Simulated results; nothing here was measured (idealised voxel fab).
The following process module bears the name voxel trench capacitor.
This is section cut - it's 285 nm across, gridded in 5 nm square cells.
In this document a cross-section is written as a grid of square cells. It is given as a series of bands, listed from the top down, and a band is one or more rows of cells.
Each band's line starts with the height of the band's top and of its bottom, in nm. Then come its materials from left to right, each with its width in nm. One material with "everywhere" fills the band from edge to edge. "air" is empty space.
For the purposes of this specification, 0 denotes the height below which the wafer in its as-received condition is composed wholly of one material, and the lowermost band, lacking a lower limit, extends downward without end, as expressed in "top 0, no bottom".
You'd read "30..40" like this: the band's top row of cells is as wide as the first number, its bottom row is as wide as the second, and going down, every row changes width by the same amount as the row before did.
Where the words "no change occurred" appear for a step, the cross-section shows no cell changed by that step; every cell remained as before.
"Closed void entries" - sealed voids, min. 8 cells, no opening to top; format: width x height at distance (distance from left edge; nm throughout).
What comes after the settings on a step's line is commentary from the simulator itself on that step.
"overlay nm" on a masked step: distance the mask lay right of its planned place, negative for left.

PLANNED PROCESS STEPS
1: RECEIVE | material Si
2: CONFORMAL_DEP | material SiN | thk nm 10
3: DIRECTIONAL_DEP | material aC | thk nm 10
4: PATTERN | tone open | mask id TRENCH | material resist | width nm 25 | pitch nm 50 | thk nm 30 | overlay nm 0
5: DIRECTIONAL_ETCH | etch materials aC | depth nm 10
6: STRIP | etch materials resist
7: DIRECTIONAL_ETCH | etch materials SiN | depth nm 10
8: DIRECTIONAL_ETCH | etch materials Si | depth nm 30
9: STRIP | etch materials aC
10: CONFORMAL_DEP | material SiO2 | thk nm 5
11: FILL_DEP | material polySi | thk nm 10
12: CMP | height nm 0
Keep in mind the plan's value for the height nm of step 12 comes from the first wafer; the wafers don't share that setting, but they do share the same starting point.

CUT THROUGH THE FIRST OF SEVERAL WAFERS AS RECEIVED, POST STEP 1
	top 0, no bottom = Si everywhere
	Closed void entries: none

CROSS-SECTION, FIRST OF SEVERAL WAFERS, END OF MODULE, AFTER LAST STEP 12
	top 0, bottom -25 = Si: 105; SiO2: 5; polySi: 15; SiO2: 5; Si: 25; SiO2: 5; polySi: 15; SiO2: 5; Si: 105
	top -25, bottom -30 = Si: 105; SiO2: 25; Si: 25; SiO2: 25; Si: 105
	top -30, no bottom = Si everywhere
	Closed void entries: none

AT THE END OF THE MODULE, THE LAST OF SEVERAL WAFERS IN CROSS-SECTION
	top 25, bottom 15 = polySi everywhere
	top 15, bottom 10 = SiO2: 110; polySi: 15; SiO2: 35; polySi: 15; SiO2: 110
	top 10, bottom 0 = SiN: 105; SiO2: 5; polySi: 15; SiO2: 5; SiN: 25; SiO2: 5; polySi: 15; SiO2: 5; SiN: 105
	top 0, bottom -25 = Si: 105; SiO2: 5; polySi: 15; SiO2: 5; Si: 25; SiO2: 5; polySi: 15; SiO2: 5; Si: 105
	top -25, bottom -30 = Si: 105; SiO2: 25; Si: 25; SiO2: 25; Si: 105
	top -30, no bottom = Si everywhere
	Closed void entries: none

TABULATED BELOW, WAFER BY WAFER, ARE THE END-OF-MODULE RESULTS: FOR EACH MATERIAL, THE NUMBER OF CELLS GAINED (+) OR LOST (-) RELATIVE TO THE AS-RECEIVED STATE, FOLLOWED BY THE CLOSED VOIDS
height nm 0, -60 Si, +30 SiO2, +30 polySi, Closed void entries: none
height nm 5, -60 Si, +47 SiN, +34 SiO2, +36 polySi, Closed void entries: none
height nm 10, -60 Si, +94 SiN, +38 SiO2, +42 polySi, Closed void entries: none
height nm 15, -60 Si, +94 SiN, +89 SiO2, +48 polySi, Closed void entries: none
height nm 20, -60 Si, +94 SiN, +89 SiO2, +105 polySi, Closed void entries: none
height nm 25, -60 Si, +94 SiN, +89 SiO2, +162 polySi, Closed void entries: none
